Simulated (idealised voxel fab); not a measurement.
The name of this process module is voxel transistor to metal.
Each square cell in cross-section cut measures 5 nm, and the section as a whole is 200 nm wide.
This document writes a cross-section as a grid whose cells are square, and gives it as bands, listed from the top down; one or more rows of cells form a band.
The entry gives the band's vertical extent as a top height and a bottom height in nm, then its horizontal make-up as materials from left to right, each with a width in nm. "air" stands for empty space; a single material marked "edge to edge" fills the band edge to edge.
Zero point of the height axis is 0; under it, received wafer = one material. Lowest band: continues down indefinitely, "0 down".
A two-number width, for instance "30..40", indicates that the width is equal to the first number in the top row of the band and to the second number in the bottom row, and that it changes by a constant amount per row of cells.
For the purposes of this document, the phrase "remains unaltered" attached to a step denotes that no cell within the cross-section was modified by that step.
For the entry "Enclosed empty spaces", the listed items are empty spaces with no open way to the top whose size is 8 cells or more; each item follows the pattern width x height at distance, where distance is from the left edge and all three are in nm.
Heads up: the bit after the settings on a step's line is the simulator's remark on that step.
For masked steps, "overlay nm" on the step line gives how far right of plan the mask actually lay; a minus sign means it lay to the left.

# Process steps (planned)
1) RECEIVE: material Si
2) CONFORMAL_DEP: material SiO2, thk nm 5
3) CONFORMAL_DEP: material SiN, thk nm 15
4) DIRECTIONAL_DEP: material aC, thk nm 10
5) PATTERN: tone cover, mask id ACTIVE, material resist, width nm 110, thk nm 25, overlay nm 0
6) DIRECTIONAL_ETCH: etch materials aC, depth nm 10
7) STRIP: etch materials resist
8) DIRECTIONAL_ETCH: etch materials SiN, depth nm 15
9) DIRECTIONAL_ETCH: etch materials SiO2, depth nm 5
10) DIRECTIONAL_ETCH: etch materials Si, depth nm 25
11) STRIP: etch materials aC
12) FILL_DEP: material SiO2, thk nm 10
13) CMP: height nm 20
14) SELECTIVE_ETCH: etch materials SiO2, depth nm 5
15) STRIP: etch materials SiN
16) SELECTIVE_ETCH: etch materials SiO2, depth nm 5
17) OXIDIZE: depth nm 5
18) DIRECTIONAL_DEP: material polySi, thk nm 20
19) DIRECTIONAL_DEP: material SiCN, thk nm 10
20) MASKED_ETCH: tone cover, mask id GATE, width nm 20, etch materials SiCN, depth nm 20, overlay nm 0
21) MASKED_ETCH: tone cover, mask id GATE, width nm 20, etch materials polySi, depth nm 30, overlay nm 0
22) CONFORMAL_DEP: material SiO2, thk nm 5
23) DIRECTIONAL_ETCH: etch materials SiO2, depth nm 5
24) CONFORMAL_DEP: material SiN, thk nm 5
25) DIRECTIONAL_ETCH: etch materials SiN, depth nm 5
26) DIRECTIONAL_ETCH: etch materials SiO2, depth nm 5
27) DIRECTIONAL_ETCH: etch materials Si, depth nm 5
28) EPI: material pSi, thk nm 5
29) FILL_DEP: material SiO2, thk nm 5
30) CMP: height nm 30
31) DIRECTIONAL_DEP: material SiO2, thk nm 15
32) PATTERN: tone open, mask id CONTACT, material resist, width nm 20, pitch nm 80, thk nm 20, overlay nm 0
33) DIRECTIONAL_ETCH: etch materials SiO2, depth nm 50
34) STRIP: etch materials resist
35) CONFORMAL_DEP: material TiN, thk nm 5
36) FILL_DEP: material W, thk nm 10
37) CMP: height nm 45
38) DIRECTIONAL_DEP: material TiN, thk nm 5
39) DIRECTIONAL_DEP: material Ru, thk nm 15
40) MASKED_ETCH: tone cover, mask id METAL_1, width nm 20, pitch nm 80, etch materials Ru, depth nm 15, overlay nm 0
41) MASKED_ETCH: tone cover, mask id METAL_1, width nm 20, pitch nm 80, etch materials TiN, depth nm 5, overlay nm 0
42) FILL_DEP: material lowk, thk nm 10
43) CMP: height nm 65
44) CONFORMAL_DEP: material SiCN, thk nm 5
45) DIRECTIONAL_DEP: material lowk, thk nm 35
46) PATTERN: tone open, mask id METAL_2_HOLES, material resist, width nm 15, pitch nm 80, thk nm 20, overlay nm 0
47) DIRECTIONAL_ETCH: etch materials lowk, depth nm 35
48) STRIP: etch materials resist
49) PATTERN: tone open, mask id METAL_2, material resist, width nm 20, pitch nm 80, thk nm 20, overlay nm 0
50) DIRECTIONAL_ETCH: etch materials lowk, depth nm 20
51) DIRECTIONAL_ETCH: etch materials SiCN, depth nm 5
52) STRIP: etch materials resist
53) CONFORMAL_DEP: material TiN, thk nm 5
54) FILL_DEP: material Ru, thk nm 10
55) CMP: height nm 105
56) CONFORMAL_DEP: material SiCN, thk nm 5

# First of two wafers - as planned

# As-received wafer cross-section (after step 1)
0 down: Si edge to edge
Enclosed empty spaces: none

# Cross-section: wafer state after step 2
5 to 0: SiO2 edge to edge
Lower than 0, everything is as it was.

# Cross-section: wafer state after step 3
20 to 5: SiN edge to edge
Lower than 5, everything is as it was.

# Cross-section: wafer state after step 4
30 to 20: aC edge to edge
Lower than 20, everything is as it was.

# Cross-section: wafer state after step 5
55 to 30: 45 air; 110 resist; 45 air
Lower than 30, everything is as it was.

# Cross-section: wafer state after step 6
45 to 30: 45 air; 110 resist; 45 air
30 to 20: 45 air; 110 aC; 45 air
Lower than 20, everything is as it was.

# Cross-section: wafer state after step 7
30 to 20: 45 air; 110 aC; 45 air
Lower than 20, everything is as it was.

# Cross-section: wafer state after step 8
30 to 20: 45 air; 110 aC; 45 air
20 to 5: 45 air; 110 SiN; 45 air
Lower than 5, everything is as it was.

# Cross-section: wafer state after step 9
30 to 20: 45 air; 110 aC; 45 air
20 to 5: 45 air; 110 SiN; 45 air
5 to 0: 45 air; 110 SiO2; 45 air
Lower than 0, everything is as it was.

# Cross-section: wafer state after step 10
30 to 20: 45 air; 110 aC; 45 air
20 to 5: 45 air; 110 SiN; 45 air
5 to 0: 45 air; 110 SiO2; 45 air
0 to -25: 45 air; 110 Si; 45 air
Lower than -25, everything is as it was.

# Cross-section: wafer state after step 11
20 to 5: 45 air; 110 SiN; 45 air
Lower than 5, everything is as it was.

# Cross-section: wafer state after step 12
30 to 20: SiO2 edge to edge
20 to 5: 45 SiO2; 110 SiN; 45 SiO2
5 to 0: SiO2 edge to edge
0 to -25: 45 SiO2; 110 Si; 45 SiO2
Lower than -25, everything is as it was.

# Cross-section: wafer state after step 13
20 to 5: 45 SiO2; 110 SiN; 45 SiO2
Lower than 5, everything is as it was.

# Cross-section: wafer state after step 14
20 to 15: 45 air; 110 SiN; 45 air
Lower than 15, everything is as it was.

# Cross-section: wafer state after step 15
15 to 5: 45 SiO2; 110 air; 45 SiO2
Lower than 5, everything is as it was.

# Cross-section: wafer state after step 16
10 to 0: 40 SiO2; 120 air; 40 SiO2
Lower than 0, everything is as it was.

# Cross-section: wafer state after step 17
10 to 0: 40 SiO2; 120 air; 40 SiO2
0 to -5: SiO2 edge to edge
Lower than -5, everything is as it was.

# Cross-section: wafer state after step 18
30 to 20: 40 polySi; 120 air; 40 polySi
20 to 10: polySi edge to edge
10 to 0: 40 SiO2; 120 polySi; 40 SiO2
Lower than 0, everything is as it was.

# Cross-section: wafer state after step 19
40 to 30: 40 SiCN; 120 air; 40 SiCN
30 to 20: 40 polySi; 120 SiCN; 40 polySi
Lower than 20, everything is as it was.

# Cross-section: wafer state after step 20
30 to 20: 40 polySi; 50 air; 20 SiCN; 50 air; 40 polySi
Lower than 20, everything is as it was.

# Cross-section: wafer state after step 21
30 to 20: 90 air; 20 SiCN; 90 air
20 to 10: 90 air; 20 polySi; 90 air
10 to 0: 40 SiO2; 50 air; 20 polySi; 50 air; 40 SiO2
Lower than 0, everything is as it was.

# Cross-section: wafer state after step 22
35 to 30: 85 air; 30 SiO2; 85 air
30 to 20: 85 air; 5 SiO2; 20 SiCN; 5 SiO2; 85 air
20 to 15: 85 air; 5 SiO2; 20 polySi; 5 SiO2; 85 air
15 to 5: 45 SiO2; 40 air; 5 SiO2; 20 polySi; 5 SiO2; 40 air; 45 SiO2
5 to 0: 90 SiO2; 20 polySi; 90 SiO2
Lower than 0, everything is as it was.

# Cross-section: wafer state after step 23
30 to 20: 85 air; 5 SiO2; 20 SiCN; 5 SiO2; 85 air
20 to 10: 85 air; 5 SiO2; 20 polySi; 5 SiO2; 85 air
10 to 0: 45 SiO2; 40 air; 5 SiO2; 20 polySi; 5 SiO2; 40 air; 45 SiO2
Lower than 0, everything is as it was.

# Cross-section: wafer state after step 24
35 to 30: 80 air; 40 SiN; 80 air
30 to 20: 80 air; 5 SiN; 5 SiO2; 20 SiCN; 5 SiO2; 5 SiN; 80 air
20 to 15: 80 air; 5 SiN; 5 SiO2; 20 polySi; 5 SiO2; 5 SiN; 80 air
15 to 10: 50 SiN; 30 air; 5 SiN; 5 SiO2; 20 polySi; 5 SiO2; 5 SiN; 30 air; 50 SiN
10 to 5: 45 SiO2; 5 SiN; 30 air; 5 SiN; 5 SiO2; 20 polySi; 5 SiO2; 5 SiN; 30 air; 5 SiN; 45 SiO2
5 to 0: 45 SiO2; 40 SiN; 5 SiO2; 20 polySi; 5 SiO2; 40 SiN; 45 SiO2
Lower than 0, everything is as it was.

# Cross-section: wafer state after step 25
30 to 20: 80 air; 5 SiN; 5 SiO2; 20 SiCN; 5 SiO2; 5 SiN; 80 air
20 to 10: 80 air; 5 SiN; 5 SiO2; 20 polySi; 5 SiO2; 5 SiN; 80 air
10 to 0: 45 SiO2; 5 SiN; 30 air; 5 SiN; 5 SiO2; 20 polySi; 5 SiO2; 5 SiN; 30 air; 5 SiN; 45 SiO2
Lower than 0, everything is as it was.

# Cross-section: wafer state after step 26
30 to 25: 80 air; 5 SiN; 5 air; 20 SiCN; 5 air; 5 SiN; 80 air
25 to 20: 80 air; 5 SiN; 5 SiO2; 20 SiCN; 5 SiO2; 5 SiN; 80 air
20 to 10: 80 air; 5 SiN; 5 SiO2; 20 polySi; 5 SiO2; 5 SiN; 80 air
10 to 5: 45 air; 5 SiN; 30 air; 5 SiN; 5 SiO2; 20 polySi; 5 SiO2; 5 SiN; 30 air; 5 SiN; 45 air
5 to 0: 45 SiO2; 5 SiN; 30 air; 5 SiN; 5 SiO2; 20 polySi; 5 SiO2; 5 SiN; 30 air; 5 SiN; 45 SiO2
0 to -5: 50 SiO2; 30 air; 40 SiO2; 30 air; 50 SiO2
Lower than -5, everything is as it was.

# Cross-section: wafer state after step 27
30 to 25: 80 air; 5 SiN; 5 air; 20 SiCN; 5 air; 5 SiN; 80 air
25 to 20: 80 air; 5 SiN; 5 SiO2; 20 SiCN; 5 SiO2; 5 SiN; 80 air
20 to 10: 80 air; 5 SiN; 5 SiO2; 20 polySi; 5 SiO2; 5 SiN; 80 air
10 to 5: 45 air; 5 SiN; 30 air; 5 SiN; 5 SiO2; 20 polySi; 5 SiO2; 5 SiN; 30 air; 5 SiN; 45 air
5 to 0: 45 SiO2; 5 SiN; 30 air; 5 SiN; 5 SiO2; 20 polySi; 5 SiO2; 5 SiN; 30 air; 5 SiN; 45 SiO2
0 to -5: 50 SiO2; 30 air; 40 SiO2; 30 air; 50 SiO2
-5 to -10: 45 SiO2; 5 Si; 30 air; 40 Si; 30 air; 5 Si; 45 SiO2
Lower than -10, everything is as it was.

# Cross-section: wafer state after step 28
30 to 25: 80 air; 5 SiN; 5 air; 20 SiCN; 5 air; 5 SiN; 80 air
25 to 20: 80 air; 5 SiN; 5 SiO2; 20 SiCN; 5 SiO2; 5 SiN; 80 air
20 to 10: 80 air; 5 SiN; 5 SiO2; 20 polySi; 5 SiO2; 5 SiN; 80 air
10 to 5: 45 air; 5 SiN; 30 air; 5 SiN; 5 SiO2; 20 polySi; 5 SiO2; 5 SiN; 30 air; 5 SiN; 45 air
5 to 0: 45 SiO2; 5 SiN; 30 air; 5 SiN; 5 SiO2; 20 polySi; 5 SiO2; 5 SiN; 30 air; 5 SiN; 45 SiO2
0 to -5: 50 SiO2; 5 pSi; 20 air; 5 pSi; 40 SiO2; 5 pSi; 20 air; 5 pSi; 50 SiO2
-5 to -10: 45 SiO2; 5 Si; 30 pSi; 40 Si; 30 pSi; 5 Si; 45 SiO2
Lower than -10, everything is as it was.

# Cross-section: wafer state after step 29
35 to 30: SiO2 edge to edge
30 to 20: 80 SiO2; 5 SiN; 5 SiO2; 20 SiCN; 5 SiO2; 5 SiN; 80 SiO2
20 to 10: 80 SiO2; 5 SiN; 5 SiO2; 20 polySi; 5 SiO2; 5 SiN; 80 SiO2
10 to 0: 45 SiO2; 5 SiN; 30 SiO2; 5 SiN; 5 SiO2; 20 polySi; 5 SiO2; 5 SiN; 30 SiO2; 5 SiN; 45 SiO2
0 to -5: 50 SiO2; 5 pSi; 20 SiO2; 5 pSi; 40 SiO2; 5 pSi; 20 SiO2; 5 pSi; 50 SiO2
Lower than -5, everything is as it was.

# Cross-section: wafer state after step 30
30 to 20: 80 SiO2; 5 SiN; 5 SiO2; 20 SiCN; 5 SiO2; 5 SiN; 80 SiO2
Lower than 20, everything is as it was.

# Cross-section: wafer state after step 31
45 to 30: SiO2 edge to edge
Lower than 30, everything is as it was.

# Cross-section: wafer state after step 32
65 to 45: 50 resist; 20 air; 60 resist; 20 air; 50 resist
Lower than 45, everything is as it was.

# Cross-section: wafer state after step 33
65 to 45: 50 resist; 20 air; 60 resist; 20 air; 50 resist
45 to 30: 50 SiO2; 20 air; 60 SiO2; 20 air; 50 SiO2
30 to 20: 50 SiO2; 20 air; 10 SiO2; 5 SiN; 5 SiO2; 20 SiCN; 5 SiO2; 5 SiN; 10 SiO2; 20 air; 50 SiO2
20 to 10: 50 SiO2; 20 air; 10 SiO2; 5 SiN; 5 SiO2; 20 polySi; 5 SiO2; 5 SiN; 10 SiO2; 20 air; 50 SiO2
10 to 0: 45 SiO2; 5 SiN; 20 air; 10 SiO2; 5 SiN; 5 SiO2; 20 polySi; 5 SiO2; 5 SiN; 10 SiO2; 20 air; 5 SiN; 45 SiO2
0 to -5: 50 SiO2; 5 pSi; 15 air; 5 SiO2; 5 pSi; 40 SiO2; 5 pSi; 5 SiO2; 15 air; 5 pSi; 50 SiO2
Lower than -5, everything is as it was.

# Cross-section: wafer state after step 34
45 to 30: 50 SiO2; 20 air; 60 SiO2; 20 air; 50 SiO2
Lower than 30, everything is as it was.

# Cross-section: wafer state after step 35
50 to 45: 55 TiN; 10 air; 70 TiN; 10 air; 55 TiN
45 to 30: 50 SiO2; 5 TiN; 10 air; 5 TiN; 60 SiO2; 5 TiN; 10 air; 5 TiN; 50 SiO2
30 to 20: 50 SiO2; 5 TiN; 10 air; 5 TiN; 10 SiO2; 5 SiN; 5 SiO2; 20 SiCN; 5 SiO2; 5 SiN; 10 SiO2; 5 TiN; 10 air; 5 TiN; 50 SiO2
20 to 10: 50 SiO2; 5 TiN; 10 air; 5 TiN; 10 SiO2; 5 SiN; 5 SiO2; 20 polySi; 5 SiO2; 5 SiN; 10 SiO2; 5 TiN; 10 air; 5 TiN; 50 SiO2
10 to 0: 45 SiO2; 5 SiN; 5..10 TiN; 10..5 air; 5 TiN; 10 SiO2; 5 SiN; 5 SiO2; 20 polySi; 5 SiO2; 5 SiN; 10 SiO2; 5 TiN; 10..5 air; 5..10 TiN; 5 SiN; 45 SiO2
0 to -5: 50 SiO2; 5 pSi; 15 TiN; 5 SiO2; 5 pSi; 40 SiO2; 5 pSi; 5 SiO2; 15 TiN; 5 pSi; 50 SiO2
Lower than -5, everything is as it was.

# Cross-section: wafer state after step 36
60 to 50: W edge to edge
50 to 45: 55 TiN; 10 W; 70 TiN; 10 W; 55 TiN
45 to 30: 50 SiO2; 5 TiN; 10 W; 5 TiN; 60 SiO2; 5 TiN; 10 W; 5 TiN; 50 SiO2
30 to 20: 50 SiO2; 5 TiN; 10 W; 5 TiN; 10 SiO2; 5 SiN; 5 SiO2; 20 SiCN; 5 SiO2; 5 SiN; 10 SiO2; 5 TiN; 10 W; 5 TiN; 50 SiO2
20 to 10: 50 SiO2; 5 TiN; 10 W; 5 TiN; 10 SiO2; 5 SiN; 5 SiO2; 20 polySi; 5 SiO2; 5 SiN; 10 SiO2; 5 TiN; 10 W; 5 TiN; 50 SiO2
10 to 0: 45 SiO2; 5 SiN; 5..10 TiN; 10..5 W; 5 TiN; 10 SiO2; 5 SiN; 5 SiO2; 20 polySi; 5 SiO2; 5 SiN; 10 SiO2; 5 TiN; 10..5 W; 5..10 TiN; 5 SiN; 45 SiO2
Lower than 0, everything is as it was.

# Cross-section: wafer state after step 37
45 to 30: 50 SiO2; 5 TiN; 10 W; 5 TiN; 60 SiO2; 5 TiN; 10 W; 5 TiN; 50 SiO2
Lower than 30, everything is as it was.

# Cross-section: wafer state after step 38
50 to 45: TiN edge to edge
Lower than 45, everything is as it was.

# Cross-section: wafer state after step 39
65 to 50: Ru edge to edge
Lower than 50, everything is as it was.

# Cross-section: wafer state after step 40
65 to 50: 50 air; 20 Ru; 60 air; 20 Ru; 50 air
Lower than 50, everything is as it was.

# Cross-section: wafer state after step 41
65 to 50: 50 air; 20 Ru; 60 air; 20 Ru; 50 air
50 to 45: 50 air; 20 TiN; 60 air; 20 TiN; 50 air
Lower than 45, everything is as it was.

# Cross-section: wafer state after step 42
75 to 65: lowk edge to edge
65 to 50: 50 lowk; 20 Ru; 60 lowk; 20 Ru; 50 lowk
50 to 45: 50 lowk; 20 TiN; 60 lowk; 20 TiN; 50 lowk
Lower than 45, everything is as it was.

# Cross-section: wafer state after step 43
65 to 50: 50 lowk; 20 Ru; 60 lowk; 20 Ru; 50 lowk
Lower than 50, everything is as it was.

# Cross-section: wafer state after step 44
70 to 65: SiCN edge to edge
Lower than 65, everything is as it was.

# Cross-section: wafer state after step 45
105 to 70: lowk edge to edge
Lower than 70, everything is as it was.

# Cross-section: wafer state after step 46
125 to 105: 50 resist; 15 air; 65 resist; 15 air; 55 resist
Lower than 105, everything is as it was.

# Cross-section: wafer state after step 47
125 to 105: 50 resist; 15 air; 65 resist; 15 air; 55 resist
105 to 70: 50 lowk; 15 air; 65 lowk; 15 air; 55 lowk
Lower than 70, everything is as it was.

# Cross-section: wafer state after step 48
105 to 70: 50 lowk; 15 air; 65 lowk; 15 air; 55 lowk
Lower than 70, everything is as it was.

# Cross-section: wafer state after step 49
125 to 105: 50 resist; 20 air; 60 resist; 20 air; 50 resist
Lower than 105, everything is as it was.

# Cross-section: wafer state after step 50
125 to 105: 50 resist; 20 air; 60 resist; 20 air; 50 resist
105 to 85: 50 lowk; 20 air; 60 lowk; 20 air; 50 lowk
Lower than 85, everything is as it was.

# Cross-section: wafer state after step 51
125 to 105: 50 resist; 20 air; 60 resist; 20 air; 50 resist
105 to 85: 50 lowk; 20 air; 60 lowk; 20 air; 50 lowk
85 to 70: 50 lowk; 15 air; 65 lowk; 15 air; 55 lowk
70 to 65: 50 SiCN; 15 air; 65 SiCN; 15 air; 55 SiCN
Lower than 65, everything is as it was.

# Cross-section: wafer state after step 52
105 to 85: 50 lowk; 20 air; 60 lowk; 20 air; 50 lowk
Lower than 85, everything is as it was.

# Cross-section: wafer state after step 53
110 to 105: 55 TiN; 10 air; 70 TiN; 10 air; 55 TiN
105 to 90: 50 lowk; 5 TiN; 10 air; 5 TiN; 60 lowk; 5 TiN; 10 air; 5 TiN; 50 lowk
90 to 85: 50 lowk; 5 TiN; 5 air; 10 TiN; 60 lowk; 5 TiN; 5 air; 10 TiN; 50 lowk
85 to 70: 50 lowk; 5 TiN; 5 air; 5 TiN; 65 lowk; 5 TiN; 5 air; 5 TiN; 55 lowk
70 to 65: 50 SiCN; 15 TiN; 65 SiCN; 15 TiN; 55 SiCN
Lower than 65, everything is as it was.

# Cross-section: wafer state after step 54
120 to 110: Ru edge to edge
110 to 105: 55 TiN; 10 Ru; 70 TiN; 10 Ru; 55 TiN
105 to 90: 50 lowk; 5 TiN; 10 Ru; 5 TiN; 60 lowk; 5 TiN; 10 Ru; 5 TiN; 50 lowk
90 to 85: 50 lowk; 5 TiN; 5 Ru; 10 TiN; 60 lowk; 5 TiN; 5 Ru; 10 TiN; 50 lowk
85 to 70: 50 lowk; 5 TiN; 5 Ru; 5 TiN; 65 lowk; 5 TiN; 5 Ru; 5 TiN; 55 lowk
Lower than 70, everything is as it was.

# Cross-section: wafer state after step 55
105 to 90: 50 lowk; 5 TiN; 10 Ru; 5 TiN; 60 lowk; 5 TiN; 10 Ru; 5 TiN; 50 lowk
Lower than 90, everything is as it was.

# Cross-section: wafer state after step 56
110 to 105: SiCN edge to edge
Lower than 105, everything is as it was.

# The second wafer: identical to the first at the outset and in its planned sequence, differing only in that one mistake was made during processing; up to and including step 52, its path is the first wafer's path

# Cross-section of the second wafer at the time step 53 of the plan should have ended
110 to 105: 55 SiCN; 10 air; 70 SiCN; 10 air; 55 SiCN
105 to 90: 50 lowk; 5 SiCN; 10 air; 5 SiCN; 60 lowk; 5 SiCN; 10 air; 5 SiCN; 50 lowk
90 to 85: 50 lowk; 5 SiCN; 5 air; 10 SiCN; 60 lowk; 5 SiCN; 5 air; 10 SiCN; 50 lowk
85 to 70: 50 lowk; 5 SiCN; 5 air; 5 SiCN; 65 lowk; 5 SiCN; 5 air; 5 SiCN; 55 lowk
70 to 65: SiCN edge to edge
Lower than 65, everything is as it was.

# Cross-section of the second wafer at the time step 54 of the plan should have ended
120 to 110: Ru edge to edge
110 to 105: 55 SiCN; 10 Ru; 70 SiCN; 10 Ru; 55 SiCN
105 to 90: 50 lowk; 5 SiCN; 10 Ru; 5 SiCN; 60 lowk; 5 SiCN; 10 Ru; 5 SiCN; 50 lowk
90 to 85: 50 lowk; 5 SiCN; 5 Ru; 10 SiCN; 60 lowk; 5 SiCN; 5 Ru; 10 SiCN; 50 lowk
85 to 70: 50 lowk; 5 SiCN; 5 Ru; 5 SiCN; 65 lowk; 5 SiCN; 5 Ru; 5 SiCN; 55 lowk
Lower than 70, everything is as it was.

# Cross-section of the second wafer at the time step 55 of the plan should have ended
105 to 90: 50 lowk; 5 SiCN; 10 Ru; 5 SiCN; 60 lowk; 5 SiCN; 10 Ru; 5 SiCN; 50 lowk
Lower than 90, everything is as it was.

# Cross-section of the second wafer at the time step 56 of the plan should have ended
110 to 105: SiCN edge to edge
Lower than 105, everything is as it was.
The plan and the run diverged here: step 53 ran with different settings than intended, the actual operation and settings being CONFORMAL_DEP: material SiCN, thk nm 5
Cell-count delta at end, second wafer over first, by material: 36 more of SiCN, 36 fewer of TiN
